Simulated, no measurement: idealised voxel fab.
A process module follows: voxel fin reveal.
Section shown: cut. Width: 295 nm. Cell size: 5 nm, square.
Notation: cross-section as square-cell grid; stated in bands, top first, going down; one or more cell rows per band. First you get the band's top height and its bottom height, in nm, and then the materials it's made of, left to right, with each width in nm. If you see a single material with "all across", that one covers the band edge to edge. "air" is empty space. Counting heights begins at 0, where everything beneath is, in the wafer as received, one material. The lowest band has no bottom; it goes on downwards, as "top 0, no bottom" shows. Quick explanation for "30 to 40": the width changes in equal steps down the rows of cells, from the first number in the band's top row to the second number in its bottom row. Given "no change" for a step, no cell of the cross-section differs between before and after that step. Empty spaces without an open route to the top, at least 8 cells in extent, make up the entry "Completely enclosed voids"; each is given as width x height at distance, where the distance is measured from the left edge, and all are in nm. What comes after the settings on a step's line is commentary from the simulator itself on that step. Each step line may optionally specify "overlay nm", which for a step with a mask gives the rightward distance between the mask's planned place and where it lay, a negative value indicating the leftward direction.

### plan
step 1: RECEIVE [material Si]
step 2: CONFORMAL_DEP [material SiN] [thk nm 5]
step 3: PATTERN [tone cover] [mask id FINS] [material resist] [width nm 15] [pitch nm 35] [thk nm 15] [overlay nm 0]
step 4: DIRECTIONAL_ETCH [etch materials SiN] [depth nm 5]
step 5: DIRECTIONAL_ETCH [etch materials Si] [depth nm 35]
step 6: STRIP [etch materials resist]
step 7: FILL_DEP [material SiO2] [thk nm 15]
step 8: CMP [height nm 5]
step 9: SELECTIVE_ETCH [etch materials SiO2] [depth nm 25]
step 10: STRIP [etch materials SiN]
step 11: CONFORMAL_DEP [material HfO2] [thk nm 5]

### As received (post step 1): cross-section
	top 0, no bottom | Si all across
	Completely enclosed voids: none

### Final wafer profile in cross-section after the module, from the same start and plan as above, with one mistake made during processing
	top 5, bottom 0 | air: 80  HfO2: 30  air: 5  HfO2: 30  air: 5  HfO2: 30  air: 5  HfO2: 30  air: 80
	top 0, bottom -15 | air: 80  HfO2: 5  Si: 20  HfO2: 5  air: 5  HfO2: 5  Si: 20  HfO2: 5  air: 5  HfO2: 5  Si: 20  HfO2: 5  air: 5  HfO2: 5  Si: 20  HfO2: 5  air: 80
	top -15, bottom -20 | HfO2: 85  Si: 20  HfO2: 15  Si: 20  HfO2: 15  Si: 20  HfO2: 15  Si: 20  HfO2: 85
	top -20, bottom -35 | SiO2: 85  Si: 20  SiO2: 15  Si: 20  SiO2: 15  Si: 20  SiO2: 15  Si: 20  SiO2: 85
	top -35, no bottom | Si all across
	Completely enclosed voids: none
Error vs. plan: so step 3 ended up running with a different setting than we planned, it ran as PATTERN [tone cover] [mask id FINS] [material resist] [width nm 20] [pitch nm 35] [thk nm 15] [overlay nm 0]
